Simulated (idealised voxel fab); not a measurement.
process module | voxel spacer lines
cross-section cut | 265 nm wide | cells 5 nm
A cross-section is a grid of square cells, given in bands from the top down. A band is one or more rows of cells.
Each band's line starts with the height of the band's top and of its bottom, in nm. Then come its materials from left to right, each with its width in nm. One material with "throughout" fills the band from edge to edge. "air" is empty space.
Height 0 is the level under which the wafer as received is all one material. The lowest band goes on downwards, as in "0 down".
A width such as "30 to 40" changes by the same amount from each row of cells to the next, from the band's top row to its bottom row.
"no change" after a step means that no cell of the cross-section changed.
closed voids: empty space of 8 cells or more with no open way to the top, each as width x height at its distance from the left edge, in nm
after a step's settings: what the simulator itself notes on the step
overlay nm, on a step with a mask: how far to the right of its planned place the mask lay; to the left if negative
plan
1 op RECEIVE | material Si
2 op CONFORMAL_DEP | material Al2O3 | thk nm 10
3 op DIRECTIONAL_DEP | material TiN | thk nm 10
4 op DIRECTIONAL_DEP | material aC | thk nm 25
5 op PATTERN | tone cover | mask id MANDREL | material resist | width nm 20 | pitch nm 70 | thk nm 35 | overlay nm 0
6 op DIRECTIONAL_ETCH | etch materials aC | depth nm 25
7 op STRIP | etch materials resist
8 op CONFORMAL_DEP | material SiO2 | thk nm 15
9 op DIRECTIONAL_ETCH | etch materials SiO2 | depth nm 15
10 op STRIP | etch materials aC
11 op DIRECTIONAL_ETCH | etch materials TiN | depth nm 10
12 op STRIP | etch materials SiO2
as received, after step 1
  0 down: Si throughout
  closed voids: none
a wafer at the end: this start, this plan, one mistake
  20 to 10: Al2O3 throughout
  10 to 0: TiN throughout
  0 down: Si throughout
  closed voids: none
what went wrong: steps 2 and 3 were swapped
